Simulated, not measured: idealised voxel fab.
The process module presented herein is designated voxel wiring stack.
Each square cell in cross-section cut measures 5 nm, and the section as a whole is 235 nm wide.
In this document a cross-section is written as a grid of square cells. It is given as a series of bands, listed from the top down, and a band is one or more rows of cells.
Heads up on the band format: heights come first, top then bottom, in nm. After that it's the materials left to right, each with its width in nm. A single material flagged "all across" fills the whole band edge to edge, and "air" means there's empty space there.
We count height from 0. Below that, the starting wafer is all one material. The lowest band never ends at the bottom but goes on down; see "top 0, no bottom" for how that is written.
When a width is written as two numbers, as in "30 to 40", the first number is the width in the top row of cells of the band and the second is the width in its bottom row, and the width changes by the same amount from each row to the next.
Step marked "nothing changed"? Then no cell in the cross-section changed in it.
Empty spaces counting at least 8 cells and having no open way to the top are listed in "Fully enclosed voids". The notation width x height at distance is used for each, the distance being from the left edge and all three values in nm.
Post-settings text on a step line: simulator's own remark regarding the step.
overlay nm: how far to the right of its planned place the mask lay on this masked step (negative: to the left).

The process steps that were planned are listed below:
| 1 | op RECEIVE | material Si |
| 2 | op CONFORMAL_DEP | material SiO2 | thk nm 15 |
| 3 | op CONFORMAL_DEP | material SiCN | thk nm 5 |
| 4 | op DIRECTIONAL_DEP | material SiO2 | thk nm 20 |
| 5 | op PATTERN | tone open | mask id METAL_1 | material resist | width nm 20 | pitch nm 40 | thk nm 20 | overlay nm 0 |
| 6 | op DIRECTIONAL_ETCH | etch materials SiO2 | depth nm 20 |
| 7 | op DIRECTIONAL_ETCH | etch materials SiCN | depth nm 5 |
| 8 | op STRIP | etch materials resist |
| 9 | op CONFORMAL_DEP | material TiN | thk nm 5 |
| 10 | op FILL_DEP | material Ru | thk nm 10 |
| 11 | op CMP | height nm 40 |
| 12 | op EPI | material Ru | thk nm 5 |
| 13 | op FILL_DEP | material SiCN | thk nm 5 |
| 14 | op DIRECTIONAL_DEP | material lowk | thk nm 35 |
| 15 | op DIRECTIONAL_DEP | material aC | thk nm 10 |
| 16 | op PATTERN | tone open | mask id METAL_2 | material resist | width nm 20 | pitch nm 40 | thk nm 25 | overlay nm 0 |
| 17 | op DIRECTIONAL_ETCH | etch materials aC | depth nm 10 |
| 18 | op STRIP | etch materials resist |
| 19 | op DIRECTIONAL_ETCH | etch materials lowk | depth nm 20 |
| 20 | op STRIP | etch materials aC |
| 21 | op PATTERN | tone open | mask id METAL_2_HOLES | material resist | width nm 15 | pitch nm 80 | thk nm 20 | overlay nm 0 |
| 22 | op DIRECTIONAL_ETCH | etch materials lowk | depth nm 15 |
| 23 | op DIRECTIONAL_ETCH | etch materials SiCN | depth nm 5 |
| 24 | op STRIP | etch materials resist |
| 25 | op CONFORMAL_DEP | material TiN | thk nm 5 |
| 26 | op FILL_DEP | material Cu | thk nm 5 |
| 27 | op CMP | height nm 85 |
| 28 | op CONFORMAL_DEP | material SiCN | thk nm 5 |
| 29 | op DIRECTIONAL_DEP | material lowk | thk nm 10 |
| 30 | op MASKED_ETCH | tone open | mask id PLUG_2 | width nm 15 | pitch nm 40 | etch materials lowk | depth nm 10 | overlay nm 0 |
| 31 | op MASKED_ETCH | tone open | mask id PLUG_2 | width nm 15 | pitch nm 40 | etch materials SiCN | depth nm 5 | overlay nm 0 |
| 32 | op CONFORMAL_DEP | material TiN | thk nm 5 |
| 33 | op FILL_DEP | material Ru | thk nm 10 |
| 34 | op CMP | height nm 100 |
| 35 | op DIRECTIONAL_DEP | material TiN | thk nm 5 |
| 36 | op DIRECTIONAL_DEP | material Ru | thk nm 15 |
| 37 | op MASKED_ETCH | tone cover | mask id METAL_3 | width nm 20 | pitch nm 40 | etch materials Ru | depth nm 15 | overlay nm 0 |
| 38 | op MASKED_ETCH | tone cover | mask id METAL_3 | width nm 20 | pitch nm 40 | etch materials TiN | depth nm 5 | overlay nm 0 |
| 39 | op FILL_DEP | material SiO2 | thk nm 10 |
| 40 | op CMP | height nm 120 |
| 41 | op CONFORMAL_DEP | material SiCN | thk nm 5 |
| 42 | op DIRECTIONAL_DEP | material lowk | thk nm 10 |
| 43 | op DIRECTIONAL_DEP | material aC | thk nm 15 |
| 44 | op PATTERN | tone open | mask id PLUG_3 | material resist | width nm 15 | pitch nm 80 | thk nm 35 | overlay nm 0 |
| 45 | op DIRECTIONAL_ETCH | etch materials aC | depth nm 15 |
| 46 | op STRIP | etch materials resist |
| 47 | op DIRECTIONAL_ETCH | etch materials lowk | depth nm 10 |
| 48 | op DIRECTIONAL_ETCH | etch materials SiCN | depth nm 5 |
| 49 | op STRIP | etch materials aC |
| 50 | op CONFORMAL_DEP | material TiN | thk nm 5 |
| 51 | op FILL_DEP | material Ru | thk nm 10 |
| 52 | op CMP | height nm 135 |
| 53 | op CONFORMAL_DEP | material SiCN | thk nm 5 |
| 54 | op DIRECTIONAL_DEP | material SiO2 | thk nm 15 |
| 55 | op PATTERN | tone open | mask id METAL_4 | material resist | width nm 20 | pitch nm 40 | thk nm 15 | overlay nm -15 |
| 56 | op DIRECTIONAL_ETCH | etch materials SiO2 | depth nm 15 |
| 57 | op DIRECTIONAL_ETCH | etch materials SiCN | depth nm 5 |
| 58 | op STRIP | etch materials resist |
| 59 | op CONFORMAL_DEP | material TiN | thk nm 5 |
| 60 | op FILL_DEP | material Cu | thk nm 5 |
| 61 | op CMP | height nm 155 |
| 62 | op CONFORMAL_DEP | material SiN | thk nm 5 |
Heads up: all these wafers start the same, and what changes between them is the overlay nm in step 55. The value you see in the plan is just what the first wafer got.

Cross-section of the first of several wafers as received (after step 1):
* top 0, no bottom: Si all across
* Fully enclosed voids: none

The table below has one row for each wafer; a row shows, as of the end of the module, how many cells of each material the wafer has gained, marked (+), or lost, marked (-), since it was received, and then the wafer's closed voids:
overlay nm -15; +56 Cu; +116 Ru; +202 SiCN; +47 SiN; +482 SiO2; +202 TiN; +399 lowk; Fully enclosed voids: none
overlay nm -10; +56 Cu; +116 Ru; +202 SiCN; +47 SiN; +482 SiO2; +202 TiN; +399 lowk; Fully enclosed voids: none
overlay nm -5; +56 Cu; +116 Ru; +202 SiCN; +47 SiN; +482 SiO2; +202 TiN; +399 lowk; Fully enclosed voids: none
overlay nm 0; +56 Cu; +116 Ru; +202 SiCN; +47 SiN; +482 SiO2; +202 TiN; +399 lowk; Fully enclosed voids: none
overlay nm 5; +56 Cu; +116 Ru; +202 SiCN; +47 SiN; +482 SiO2; +202 TiN; +399 lowk; Fully enclosed voids: none
overlay nm 10; +56 Cu; +116 Ru; +202 SiCN; +47 SiN; +482 SiO2; +202 TiN; +399 lowk; Fully enclosed voids: none
overlay nm 15; +56 Cu; +116 Ru; +202 SiCN; +47 SiN; +482 SiO2; +202 TiN; +399 lowk; Fully enclosed voids: none
